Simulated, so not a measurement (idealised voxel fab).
Presented below is a process module, voxel transistor to metal.
215 nm wide, 5 nm square cells: that's cross-section cut.
Square cells in a grid make up a cross-section in this document, and the grid is given as bands, listed from the top down, each one or more rows of cells. It is stipulated that each band's entry specify, in nanometres, the height of the top of the band and then that of its bottom, followed by the materials of the band in left-to-right sequence, each together with its width in nanometres. A single material marked by the word "full width" is understood to fill the band from edge to edge; the word "air" is understood to denote empty space. Convention: height 0 is the level below which the wafer, as received, is all one material. The lowest band does not terminate at the bottom but continues downward, represented as "0 nm and below". Read "30->40" as a graded width: first number on top, second number at the bottom, same change between each pair of neighbouring rows. "stayed the same" for a step: no cell of the cross-section changed in that step. "Enclosed void entries" means: voids of 8 cells or more that are shut off from the top with no open way through. Written width x height at distance, distance from the left edge, in nm. after a step's settings: what the simulator itself notes on the step. "overlay nm" on a masked step: distance the mask lay right of its planned place, negative for left.

Process steps foreseen in the plan:
1: RECEIVE: material Si
2: CONFORMAL_DEP: material SiO2, thk nm 5
3: CONFORMAL_DEP: material SiN, thk nm 10
4: PATTERN: tone cover, mask id ACTIVE, material resist, width nm 110, thk nm 15, overlay nm 0
5: DIRECTIONAL_ETCH: etch materials SiN, depth nm 10
6: DIRECTIONAL_ETCH: etch materials SiO2, depth nm 5
7: DIRECTIONAL_ETCH: etch materials Si, depth nm 20
8: STRIP: etch materials resist
9: OXIDIZE: depth nm 5
10: FILL_DEP: material SiO2, thk nm 15
11: CMP: height nm 15
12: SELECTIVE_ETCH: etch materials SiO2, depth nm 5
13: STRIP: etch materials SiN
14: SELECTIVE_ETCH: etch materials SiO2, depth nm 5
15: OXIDIZE: depth nm 5
16: DIRECTIONAL_DEP: material polySi, thk nm 30
17: DIRECTIONAL_DEP: material SiCN, thk nm 10
18: PATTERN: tone cover, mask id GATE, material resist, width nm 20, thk nm 15, overlay nm 0
19: DIRECTIONAL_ETCH: etch materials SiCN, depth nm 20
20: DIRECTIONAL_ETCH: etch materials polySi, depth nm 40
21: STRIP: etch materials resist
22: CONFORMAL_DEP: material SiN, thk nm 10
23: DIRECTIONAL_ETCH: etch materials SiN, depth nm 10
24: DIRECTIONAL_ETCH: etch materials SiO2, depth nm 5
25: DIRECTIONAL_ETCH: etch materials Si, depth nm 10
26: EPI: material pSi, thk nm 10
27: FILL_DEP: material SiO2, thk nm 5
28: CMP: height nm 40
29: DIRECTIONAL_DEP: material SiO2, thk nm 10
30: PATTERN: tone open, mask id CONTACT, material resist, width nm 20, pitch nm 80, thk nm 20, overlay nm 0
31: DIRECTIONAL_ETCH: etch materials SiO2, depth nm 55
32: STRIP: etch materials resist
33: CONFORMAL_DEP: material TiN, thk nm 5
34: FILL_DEP: material Ru, thk nm 5
35: CMP: height nm 50
36: CONFORMAL_DEP: material SiCN, thk nm 5
37: DIRECTIONAL_DEP: material lowk, thk nm 20
38: PATTERN: tone open, mask id METAL_1, material resist, width nm 20, pitch nm 80, thk nm 15, overlay nm 0
39: DIRECTIONAL_ETCH: etch materials lowk, depth nm 20
40: DIRECTIONAL_ETCH: etch materials SiCN, depth nm 5
41: STRIP: etch materials resist
42: CONFORMAL_DEP: material TiN, thk nm 5
43: FILL_DEP: material Cu, thk nm 10
44: CMP: height nm 75
45: CONFORMAL_DEP: material SiCN, thk nm 5
46: DIRECTIONAL_DEP: material SiO2, thk nm 35
47: DIRECTIONAL_DEP: material aC, thk nm 15
48: PATTERN: tone open, mask id METAL_2_HOLES, material resist, width nm 15, pitch nm 80, thk nm 35, overlay nm 0
49: DIRECTIONAL_ETCH: etch materials aC, depth nm 15
50: STRIP: etch materials resist
51: DIRECTIONAL_ETCH: etch materials SiO2, depth nm 35
52: STRIP: etch materials aC
53: MASKED_ETCH: tone open, mask id METAL_2, width nm 20, pitch nm 80, etch materials SiO2, depth nm 20, overlay nm 0
54: MASKED_ETCH: tone open, mask id METAL_2, width nm 20, pitch nm 80, etch materials SiCN, depth nm 5, overlay nm 0
55: CONFORMAL_DEP: material TiN, thk nm 5
56: FILL_DEP: material Ru, thk nm 5
57: CMP: height nm 115
58: CONFORMAL_DEP: material SiCN, thk nm 5

First of the two wafers, run per plan:

Cross-section, incoming material, after step 1:
0 nm and below  Si full width
Enclosed void entries: none

Wafer xsec, post step 2:
5 nm to 0 nm  SiO2 full width
At heights below 0, the structure remains unaltered.

Wafer xsec, post step 3:
15 nm to 5 nm  SiN full width
At heights below 5, the structure remains unaltered.

Wafer xsec, post step 4:
30 nm to 15 nm  50 of air; 110 of resist; 55 of air
At heights below 15, the structure remains unaltered.

Wafer xsec, post step 5:
30 nm to 15 nm  50 of air; 110 of resist; 55 of air
15 nm to 5 nm  50 of air; 110 of SiN; 55 of air
At heights below 5, the structure remains unaltered.

Wafer xsec, post step 6:
30 nm to 15 nm  50 of air; 110 of resist; 55 of air
15 nm to 5 nm  50 of air; 110 of SiN; 55 of air
5 nm to 0 nm  50 of air; 110 of SiO2; 55 of air
At heights below 0, the structure remains unaltered.

Wafer xsec, post step 7:
30 nm to 15 nm  50 of air; 110 of resist; 55 of air
15 nm to 5 nm  50 of air; 110 of SiN; 55 of air
5 nm to 0 nm  50 of air; 110 of SiO2; 55 of air
0 nm to -20 nm  50 of air; 110 of Si; 55 of air
At heights below -20, the structure remains unaltered.

Wafer xsec, post step 8:
15 nm to 5 nm  50 of air; 110 of SiN; 55 of air
At heights below 5, the structure remains unaltered.

Wafer xsec, post step 9:
15 nm to 5 nm  50 of air; 110 of SiN; 55 of air
5 nm to 0 nm  50 of air; 110 of SiO2; 55 of air
0 nm to -20 nm  50 of air; 5 of SiO2; 100 of Si; 5 of SiO2; 55 of air
-20 nm to -25 nm  55 of SiO2; 100 of Si; 60 of SiO2
At heights below -25, the structure remains unaltered.

Wafer xsec, post step 10:
30 nm to 15 nm  SiO2 full width
15 nm to 5 nm  50 of SiO2; 110 of SiN; 55 of SiO2
5 nm to 0 nm  SiO2 full width
0 nm to -25 nm  55 of SiO2; 100 of Si; 60 of SiO2
At heights below -25, the structure remains unaltered.

Wafer xsec, post step 11:
15 nm to 5 nm  50 of SiO2; 110 of SiN; 55 of SiO2
At heights below 5, the structure remains unaltered.

Wafer xsec, post step 12:
15 nm to 10 nm  50 of air; 110 of SiN; 55 of air
At heights below 10, the structure remains unaltered.

Wafer xsec, post step 13:
10 nm to 5 nm  50 of SiO2; 110 of air; 55 of SiO2
At heights below 5, the structure remains unaltered.

Wafer xsec, post step 14:
5 nm to 0 nm  45 of SiO2; 120 of air; 50 of SiO2
At heights below 0, the structure remains unaltered.

Wafer xsec, post step 15:
5 nm to 0 nm  45 of SiO2; 120 of air; 50 of SiO2
0 nm to -5 nm  SiO2 full width
At heights below -5, the structure remains unaltered.

Wafer xsec, post step 16:
35 nm to 30 nm  45 of polySi; 120 of air; 50 of polySi
30 nm to 5 nm  polySi full width
5 nm to 0 nm  45 of SiO2; 120 of polySi; 50 of SiO2
At heights below 0, the structure remains unaltered.

Wafer xsec, post step 17:
45 nm to 40 nm  45 of SiCN; 120 of air; 50 of SiCN
40 nm to 35 nm  SiCN full width
35 nm to 30 nm  45 of polySi; 120 of SiCN; 50 of polySi
At heights below 30, the structure remains unaltered.

Wafer xsec, post step 18:
60 nm to 45 nm  95 of air; 20 of resist; 100 of air
45 nm to 40 nm  45 of SiCN; 50 of air; 20 of resist; 50 of air; 50 of SiCN
At heights below 40, the structure remains unaltered.

Wafer xsec, post step 19:
60 nm to 40 nm  95 of air; 20 of resist; 100 of air
40 nm to 35 nm  95 of air; 20 of SiCN; 100 of air
35 nm to 30 nm  45 of polySi; 50 of air; 20 of SiCN; 50 of air; 50 of polySi
At heights below 30, the structure remains unaltered.

Wafer xsec, post step 20:
60 nm to 40 nm  95 of air; 20 of resist; 100 of air
40 nm to 30 nm  95 of air; 20 of SiCN; 100 of air
30 nm to 5 nm  95 of air; 20 of polySi; 100 of air
5 nm to 0 nm  45 of SiO2; 50 of air; 20 of polySi; 50 of air; 50 of SiO2
At heights below 0, the structure remains unaltered.

Wafer xsec, post step 21:
40 nm to 30 nm  95 of air; 20 of SiCN; 100 of air
At heights below 30, the structure remains unaltered.

Wafer xsec, post step 22:
50 nm to 40 nm  85 of air; 40 of SiN; 90 of air
40 nm to 30 nm  85 of air; 10 of SiN; 20 of SiCN; 10 of SiN; 90 of air
30 nm to 15 nm  85 of air; 10 of SiN; 20 of polySi; 10 of SiN; 90 of air
15 nm to 10 nm  55 of SiN; 30 of air; 10 of SiN; 20 of polySi; 10 of SiN; 30 of air; 60 of SiN
10 nm to 5 nm  95 of SiN; 20 of polySi; 100 of SiN
5 nm to 0 nm  45 of SiO2; 50 of SiN; 20 of polySi; 50 of SiN; 50 of SiO2
At heights below 0, the structure remains unaltered.

Wafer xsec, post step 23:
40 nm to 30 nm  85 of air; 10 of SiN; 20 of SiCN; 10 of SiN; 90 of air
30 nm to 5 nm  85 of air; 10 of SiN; 20 of polySi; 10 of SiN; 90 of air
5 nm to 0 nm  45 of SiO2; 10 of SiN; 30 of air; 10 of SiN; 20 of polySi; 10 of SiN; 30 of air; 10 of SiN; 50 of SiO2
At heights below 0, the structure remains unaltered.

Wafer xsec, post step 24:
40 nm to 30 nm  85 of air; 10 of SiN; 20 of SiCN; 10 of SiN; 90 of air
30 nm to 5 nm  85 of air; 10 of SiN; 20 of polySi; 10 of SiN; 90 of air
5 nm to 0 nm  45 of air; 10 of SiN; 30 of air; 10 of SiN; 20 of polySi; 10 of SiN; 30 of air; 10 of SiN; 50 of air
0 nm to -5 nm  55 of SiO2; 30 of air; 40 of SiO2; 30 of air; 60 of SiO2
At heights below -5, the structure remains unaltered.

Wafer xsec, post step 25:
40 nm to 30 nm  85 of air; 10 of SiN; 20 of SiCN; 10 of SiN; 90 of air
30 nm to 5 nm  85 of air; 10 of SiN; 20 of polySi; 10 of SiN; 90 of air
5 nm to 0 nm  45 of air; 10 of SiN; 30 of air; 10 of SiN; 20 of polySi; 10 of SiN; 30 of air; 10 of SiN; 50 of air
0 nm to -5 nm  55 of SiO2; 30 of air; 40 of SiO2; 30 of air; 60 of SiO2
-5 nm to -15 nm  55 of SiO2; 30 of air; 40 of Si; 30 of air; 60 of SiO2
At heights below -15, the structure remains unaltered.

Wafer xsec, post step 26:
40 nm to 30 nm  85 of air; 10 of SiN; 20 of SiCN; 10 of SiN; 90 of air
30 nm to 5 nm  85 of air; 10 of SiN; 20 of polySi; 10 of SiN; 90 of air
5 nm to 0 nm  45 of air; 10 of SiN; 20 of air; 10 of pSi; 10 of SiN; 20 of polySi; 10 of SiN; 10 of pSi; 20 of air; 10 of SiN; 50 of air
0 nm to -5 nm  55 of SiO2; 20 of air; 10 of pSi; 40 of SiO2; 10 of pSi; 20 of air; 60 of SiO2
-5 nm to -15 nm  55 of SiO2; 30 of pSi; 40 of Si; 30 of pSi; 60 of SiO2
At heights below -15, the structure remains unaltered.

Wafer xsec, post step 27:
45 nm to 40 nm  SiO2 full width
40 nm to 30 nm  85 of SiO2; 10 of SiN; 20 of SiCN; 10 of SiN; 90 of SiO2
30 nm to 5 nm  85 of SiO2; 10 of SiN; 20 of polySi; 10 of SiN; 90 of SiO2
5 nm to 0 nm  45 of SiO2; 10 of SiN; 20 of SiO2; 10 of pSi; 10 of SiN; 20 of polySi; 10 of SiN; 10 of pSi; 20 of SiO2; 10 of SiN; 50 of SiO2
0 nm to -5 nm  75 of SiO2; 10 of pSi; 40 of SiO2; 10 of pSi; 80 of SiO2
At heights below -5, the structure remains unaltered.

Wafer xsec, post step 28:
40 nm to 30 nm  85 of SiO2; 10 of SiN; 20 of SiCN; 10 of SiN; 90 of SiO2
At heights below 30, the structure remains unaltered.

Wafer xsec, post step 29:
50 nm to 40 nm  SiO2 full width
At heights below 40, the structure remains unaltered.

Wafer xsec, post step 30:
70 nm to 50 nm  55 of resist; 20 of air; 60 of resist; 20 of air; 60 of resist
At heights below 50, the structure remains unaltered.

Wafer xsec, post step 31:
70 nm to 50 nm  55 of resist; 20 of air; 60 of resist; 20 of air; 60 of resist
50 nm to 40 nm  55 of SiO2; 20 of air; 60 of SiO2; 20 of air; 60 of SiO2
40 nm to 30 nm  55 of SiO2; 20 of air; 10 of SiO2; 10 of SiN; 20 of SiCN; 10 of SiN; 10 of SiO2; 20 of air; 60 of SiO2
30 nm to 5 nm  55 of SiO2; 20 of air; 10 of SiO2; 10 of SiN; 20 of polySi; 10 of SiN; 10 of SiO2; 20 of air; 60 of SiO2
5 nm to 0 nm  45 of SiO2; 10 of SiN; 20 of air; 10 of pSi; 10 of SiN; 20 of polySi; 10 of SiN; 10 of pSi; 20 of air; 10 of SiN; 50 of SiO2
0 nm to -5 nm  55 of SiO2; 20 of air; 10 of pSi; 40 of SiO2; 10 of pSi; 20 of air; 60 of SiO2
At heights below -5, the structure remains unaltered.

Wafer xsec, post step 32:
50 nm to 40 nm  55 of SiO2; 20 of air; 60 of SiO2; 20 of air; 60 of SiO2
At heights below 40, the structure remains unaltered.

Wafer xsec, post step 33:
55 nm to 50 nm  60 of TiN; 10 of air; 70 of TiN; 10 of air; 65 of TiN
50 nm to 40 nm  55 of SiO2; 5 of TiN; 10 of air; 5 of TiN; 60 of SiO2; 5 of TiN; 10 of air; 5 of TiN; 60 of SiO2
40 nm to 30 nm  55 of SiO2; 5 of TiN; 10 of air; 5 of TiN; 10 of SiO2; 10 of SiN; 20 of SiCN; 10 of SiN; 10 of SiO2; 5 of TiN; 10 of air; 5 of TiN; 60 of SiO2
30 nm to 5 nm  55 of SiO2; 5 of TiN; 10 of air; 5 of TiN; 10 of SiO2; 10 of SiN; 20 of polySi; 10 of SiN; 10 of SiO2; 5 of TiN; 10 of air; 5 of TiN; 60 of SiO2
5 nm to 0 nm  45 of SiO2; 10 of SiN; 5 of TiN; 10 of air; 5 of TiN; 10 of pSi; 10 of SiN; 20 of polySi; 10 of SiN; 10 of pSi; 5 of TiN; 10 of air; 5 of TiN; 10 of SiN; 50 of SiO2
0 nm to -5 nm  55 of SiO2; 20 of TiN; 10 of pSi; 40 of SiO2; 10 of pSi; 20 of TiN; 60 of SiO2
At heights below -5, the structure remains unaltered.

Wafer xsec, post step 34:
60 nm to 55 nm  Ru full width
55 nm to 50 nm  60 of TiN; 10 of Ru; 70 of TiN; 10 of Ru; 65 of TiN
50 nm to 40 nm  55 of SiO2; 5 of TiN; 10 of Ru; 5 of TiN; 60 of SiO2; 5 of TiN; 10 of Ru; 5 of TiN; 60 of SiO2
40 nm to 30 nm  55 of SiO2; 5 of TiN; 10 of Ru; 5 of TiN; 10 of SiO2; 10 of SiN; 20 of SiCN; 10 of SiN; 10 of SiO2; 5 of TiN; 10 of Ru; 5 of TiN; 60 of SiO2
30 nm to 5 nm  55 of SiO2; 5 of TiN; 10 of Ru; 5 of TiN; 10 of SiO2; 10 of SiN; 20 of polySi; 10 of SiN; 10 of SiO2; 5 of TiN; 10 of Ru; 5 of TiN; 60 of SiO2
5 nm to 0 nm  45 of SiO2; 10 of SiN; 5 of TiN; 10 of Ru; 5 of TiN; 10 of pSi; 10 of SiN; 20 of polySi; 10 of SiN; 10 of pSi; 5 of TiN; 10 of Ru; 5 of TiN; 10 of SiN; 50 of SiO2
At heights below 0, the structure remains unaltered.

Wafer xsec, post step 35:
50 nm to 40 nm  55 of SiO2; 5 of TiN; 10 of Ru; 5 of TiN; 60 of SiO2; 5 of TiN; 10 of Ru; 5 of TiN; 60 of SiO2
At heights below 40, the structure remains unaltered.

Wafer xsec, post step 36:
55 nm to 50 nm  SiCN full width
At heights below 50, the structure remains unaltered.

Wafer xsec, post step 37:
75 nm to 55 nm  lowk full width
At heights below 55, the structure remains unaltered.

Wafer xsec, post step 38:
90 nm to 75 nm  55 of resist; 20 of air; 60 of resist; 20 of air; 60 of resist
At heights below 75, the structure remains unaltered.

Wafer xsec, post step 39:
90 nm to 75 nm  55 of resist; 20 of air; 60 of resist; 20 of air; 60 of resist
75 nm to 55 nm  55 of lowk; 20 of air; 60 of lowk; 20 of air; 60 of lowk
At heights below 55, the structure remains unaltered.

Wafer xsec, post step 40:
90 nm to 75 nm  55 of resist; 20 of air; 60 of resist; 20 of air; 60 of resist
75 nm to 55 nm  55 of lowk; 20 of air; 60 of lowk; 20 of air; 60 of lowk
55 nm to 50 nm  55 of SiCN; 20 of air; 60 of SiCN; 20 of air; 60 of SiCN
At heights below 50, the structure remains unaltered.

Wafer xsec, post step 41:
75 nm to 55 nm  55 of lowk; 20 of air; 60 of lowk; 20 of air; 60 of lowk
At heights below 55, the structure remains unaltered.

Wafer xsec, post step 42:
80 nm to 75 nm  60 of TiN; 10 of air; 70 of TiN; 10 of air; 65 of TiN
75 nm to 55 nm  55 of lowk; 5 of TiN; 10 of air; 5 of TiN; 60 of lowk; 5 of TiN; 10 of air; 5 of TiN; 60 of lowk
55 nm to 50 nm  55 of SiCN; 20 of TiN; 60 of SiCN; 20 of TiN; 60 of SiCN
At heights below 50, the structure remains unaltered.

Wafer xsec, post step 43:
90 nm to 80 nm  Cu full width
80 nm to 75 nm  60 of TiN; 10 of Cu; 70 of TiN; 10 of Cu; 65 of TiN
75 nm to 55 nm  55 of lowk; 5 of TiN; 10 of Cu; 5 of TiN; 60 of lowk; 5 of TiN; 10 of Cu; 5 of TiN; 60 of lowk
At heights below 55, the structure remains unaltered.

Wafer xsec, post step 44:
75 nm to 55 nm  55 of lowk; 5 of TiN; 10 of Cu; 5 of TiN; 60 of lowk; 5 of TiN; 10 of Cu; 5 of TiN; 60 of lowk
At heights below 55, the structure remains unaltered.

Wafer xsec, post step 45:
80 nm to 75 nm  SiCN full width
At heights below 75, the structure remains unaltered.

Wafer xsec, post step 46:
115 nm to 80 nm  SiO2 full width
At heights below 80, the structure remains unaltered.

Wafer xsec, post step 47:
130 nm to 115 nm  aC full width
At heights below 115, the structure remains unaltered.

Wafer xsec, post step 48:
165 nm to 130 nm  55 of resist; 15 of air; 65 of resist; 15 of air; 65 of resist
At heights below 130, the structure remains unaltered.

Wafer xsec, post step 49:
150 nm to 130 nm  55 of resist; 15 of air; 65 of resist; 15 of air; 65 of resist
130 nm to 115 nm  55 of aC; 15 of air; 65 of aC; 15 of air; 65 of aC
At heights below 115, the structure remains unaltered.

Wafer xsec, post step 50:
130 nm to 115 nm  55 of aC; 15 of air; 65 of aC; 15 of air; 65 of aC
At heights below 115, the structure remains unaltered.

Wafer xsec, post step 51:
130 nm to 115 nm  55 of aC; 15 of air; 65 of aC; 15 of air; 65 of aC
115 nm to 80 nm  55 of SiO2; 15 of air; 65 of SiO2; 15 of air; 65 of SiO2
At heights below 80, the structure remains unaltered.

Wafer xsec, post step 52:
115 nm to 80 nm  55 of SiO2; 15 of air; 65 of SiO2; 15 of air; 65 of SiO2
At heights below 80, the structure remains unaltered.

Wafer xsec, post step 53:
115 nm to 95 nm  55 of SiO2; 20 of air; 60 of SiO2; 20 of air; 60 of SiO2
At heights below 95, the structure remains unaltered.

Wafer xsec, post step 54:
115 nm to 95 nm  55 of SiO2; 20 of air; 60 of SiO2; 20 of air; 60 of SiO2
95 nm to 80 nm  55 of SiO2; 15 of air; 65 of SiO2; 15 of air; 65 of SiO2
80 nm to 75 nm  55 of SiCN; 15 of air; 65 of SiCN; 15 of air; 65 of SiCN
At heights below 75, the structure remains unaltered.

Wafer xsec, post step 55:
120 nm to 115 nm  60 of TiN; 10 of air; 70 of TiN; 10 of air; 65 of TiN
115 nm to 100 nm  55 of SiO2; 5 of TiN; 10 of air; 5 of TiN; 60 of SiO2; 5 of TiN; 10 of air; 5 of TiN; 60 of SiO2
100 nm to 95 nm  55 of SiO2; 5 of TiN; 5 of air; 10 of TiN; 60 of SiO2; 5 of TiN; 5 of air; 10 of TiN; 60 of SiO2
95 nm to 80 nm  55 of SiO2; 5 of TiN; 5 of air; 5 of TiN; 65 of SiO2; 5 of TiN; 5 of air; 5 of TiN; 65 of SiO2
80 nm to 75 nm  55 of SiCN; 15 of TiN; 65 of SiCN; 15 of TiN; 65 of SiCN
At heights below 75, the structure remains unaltered.

Wafer xsec, post step 56:
125 nm to 120 nm  Ru full width
120 nm to 115 nm  60 of TiN; 10 of Ru; 70 of TiN; 10 of Ru; 65 of TiN
115 nm to 100 nm  55 of SiO2; 5 of TiN; 10 of Ru; 5 of TiN; 60 of SiO2; 5 of TiN; 10 of Ru; 5 of TiN; 60 of SiO2
100 nm to 95 nm  55 of SiO2; 5 of TiN; 5 of Ru; 10 of TiN; 60 of SiO2; 5 of TiN; 5 of Ru; 10 of TiN; 60 of SiO2
95 nm to 80 nm  55 of SiO2; 5 of TiN; 5 of Ru; 5 of TiN; 65 of SiO2; 5 of TiN; 5 of Ru; 5 of TiN; 65 of SiO2
At heights below 80, the structure remains unaltered.

Wafer xsec, post step 57:
115 nm to 100 nm  55 of SiO2; 5 of TiN; 10 of Ru; 5 of TiN; 60 of SiO2; 5 of TiN; 10 of Ru; 5 of TiN; 60 of SiO2
At heights below 100, the structure remains unaltered.

Wafer xsec, post step 58:
120 nm to 115 nm  SiCN full width
At heights below 115, the structure remains unaltered.

Regarding the second of the two wafers: it shared the first wafer's starting condition and process plan, yet one error occurred during its execution. Its history coincides with that of the first wafer up to and including step 44:

Here is the second wafer in cross-section at the point where step 45 of the plan should have been done:
110 nm to 75 nm  SiO2 full width
At heights below 75, the structure remains unaltered.

Here is the second wafer in cross-section at the point where step 46 of the plan should have been done:
115 nm to 110 nm  SiCN full width
At heights below 110, the structure remains unaltered.

Here is the second wafer in cross-section at the point where step 47 of the plan should have been done:
130 nm to 115 nm  aC full width
At heights below 115, the structure remains unaltered.

Here is the second wafer in cross-section at the point where step 48 of the plan should have been done:
165 nm to 130 nm  55 of resist; 15 of air; 65 of resist; 15 of air; 65 of resist
At heights below 130, the structure remains unaltered.

Here is the second wafer in cross-section at the point where step 49 of the plan should have been done:
150 nm to 130 nm  55 of resist; 15 of air; 65 of resist; 15 of air; 65 of resist
130 nm to 115 nm  55 of aC; 15 of air; 65 of aC; 15 of air; 65 of aC
At heights below 115, the structure remains unaltered.

Here is the second wafer in cross-section at the point where step 50 of the plan should have been done:
130 nm to 115 nm  55 of aC; 15 of air; 65 of aC; 15 of air; 65 of aC
At heights below 115, the structure remains unaltered.

Here is the second wafer in cross-section at the point where step 51 of the plan should have been done: stayed the same

Here is the second wafer in cross-section at the point where step 52 of the plan should have been done:
115 nm to 110 nm  SiCN full width
At heights below 110, the structure remains unaltered.

Here is the second wafer in cross-section at the point where step 53 of the plan should have been done: stayed the same

Here is the second wafer in cross-section at the point where step 54 of the plan should have been done:
115 nm to 110 nm  55 of SiCN; 20 of air; 60 of SiCN; 20 of air; 60 of SiCN
At heights below 110, the structure remains unaltered.

Here is the second wafer in cross-section at the point where step 55 of the plan should have been done:
120 nm to 115 nm  60 of TiN; 10 of air; 70 of TiN; 10 of air; 65 of TiN
115 nm to 110 nm  55 of SiCN; 20 of TiN; 60 of SiCN; 20 of TiN; 60 of SiCN
At heights below 110, the structure remains unaltered.

Here is the second wafer in cross-section at the point where step 56 of the plan should have been done:
125 nm to 120 nm  Ru full width
120 nm to 115 nm  60 of TiN; 10 of Ru; 70 of TiN; 10 of Ru; 65 of TiN
At heights below 115, the structure remains unaltered.

Here is the second wafer in cross-section at the point where step 57 of the plan should have been done:
115 nm to 110 nm  55 of SiCN; 20 of TiN; 60 of SiCN; 20 of TiN; 60 of SiCN
At heights below 110, the structure remains unaltered.

Here is the second wafer in cross-section at the point where step 58 of the plan should have been done:
120 nm to 115 nm  SiCN full width
At heights below 115, the structure remains unaltered.
Heads up, the wafer didn't run the way we planned it: transposition of steps 45 and 46 relative to the planned sequence
It is noted that, at the conclusion of processing, the second wafer exhibits a higher or lower cell count for certain materials relative to the first: 20 fewer of Ru; 2 fewer of SiCN; 50 more of SiO2; 28 fewer of TiN
